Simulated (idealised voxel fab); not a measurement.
The following process module bears the name voxel trench capacitor.
Square cell edge 5 nm, section width 190 nm, ID cut.
Cross-section spec: square-cell grid; bands listed top down; each band is one or more rows. Quick guide to a band line: top height, bottom height (nm) up front; then every material left to right with its width in nm. Only one material and it's marked "throughout"? Then it fills the band edge to edge. And "air" just means empty space. The level at which height equals 0 is the one under which the wafer, as it arrives, is entirely one material. No lower edge exists for the bottom band, which continues downward and is notated as in "0 -> down". Graded width ("30 to 40"): value in top row of band = first number; value in bottom row = second number; row-to-row change constant. What does "no alteration" mean for a step? It means no cell of the cross-section changed in that step. If an empty space has no open way to the top and is at least 8 cells in size, "Sealed void listing" lists it, written width x height at distance, where distance is measured from the left edge and every value is in nm. What comes after the settings on a step's line is commentary from the simulator itself on that step. Steps that use a mask can have "overlay nm" on their line. It says how far the mask sat to the right of where it was meant to be. Negative means to the left.
# List of planned process steps
| 1 | RECEIVE | material Si |
| 2 | CONFORMAL_DEP | material SiN | thk nm 5 |
| 3 | DIRECTIONAL_DEP | material aC | thk nm 10 |
| 4 | PATTERN | tone open | mask id TRENCH | material resist | width nm 30 | pitch nm 55 | thk nm 25 | overlay nm 0 |
| 5 | DIRECTIONAL_ETCH | etch materials aC | depth nm 10 |
| 6 | STRIP | etch materials resist |
| 7 | DIRECTIONAL_ETCH | etch materials SiN | depth nm 5 |
| 8 | DIRECTIONAL_ETCH | etch materials Si | depth nm 30 |
| 9 | STRIP | etch materials aC |
| 10 | CONFORMAL_DEP | material HfO2 | thk nm 5 |
| 11 | CONFORMAL_DEP | material TiN | thk nm 5 |
| 12 | FILL_DEP | material W | thk nm 10 |
| 13 | CMP | height nm 5 |
# Cross-section of the incoming wafer, state after step 1
* 0 -> down: Si throughout
* Sealed void listing: none
# First of two wafers at the end of the module, shown in cross-section; run carried out as planned
* 5 -> 0: SiN=25  HfO2=5  TiN=5  W=10  TiN=5  HfO2=5  SiN=25  HfO2=5  TiN=5  W=10  TiN=5  HfO2=5  SiN=25  HfO2=5  TiN=5  W=10  TiN=5  HfO2=5  SiN=25
* 0 -> -20: Si=25  HfO2=5  TiN=5  W=10  TiN=5  HfO2=5  Si=25  HfO2=5  TiN=5  W=10  TiN=5  HfO2=5  Si=25  HfO2=5  TiN=5  W=10  TiN=5  HfO2=5  Si=25
* -20 -> -25: Si=25  HfO2=5  TiN=20  HfO2=5  Si=25  HfO2=5  TiN=20  HfO2=5  Si=25  HfO2=5  TiN=20  HfO2=5  Si=25
* -25 -> -30: Si=25  HfO2=30  Si=25  HfO2=30  Si=25  HfO2=30  Si=25
* -30 -> down: Si throughout
* Sealed void listing: none
# What the second wafer looks like in cross-section once the module is done. Its start and its plan matched the first wafer's exactly; what differed was one mistake in how it was run
* 5 -> 0: SiN=25  HfO2=5  aC=5  W=10  aC=5  HfO2=5  SiN=25  HfO2=5  aC=5  W=10  aC=5  HfO2=5  SiN=25  HfO2=5  aC=5  W=10  aC=5  HfO2=5  SiN=25
* 0 -> -20: Si=25  HfO2=5  aC=5  W=10  aC=5  HfO2=5  Si=25  HfO2=5  aC=5  W=10  aC=5  HfO2=5  Si=25  HfO2=5  aC=5  W=10  aC=5  HfO2=5  Si=25
* -20 -> -25: Si=25  HfO2=5  aC=20  HfO2=5  Si=25  HfO2=5  aC=20  HfO2=5  Si=25  HfO2=5  aC=20  HfO2=5  Si=25
* -25 -> -30: Si=25  HfO2=30  Si=25  HfO2=30  Si=25  HfO2=30  Si=25
* -30 -> down: Si throughout
* Sealed void listing: none
Error vs. plan: note that step 11 departed from the planned setting and was carried out as CONFORMAL_DEP | material aC | thk nm 5
Final tally in cells, some materials are higher or lower on the second wafer than on the first: 42 fewer of TiN; 42 more of aC
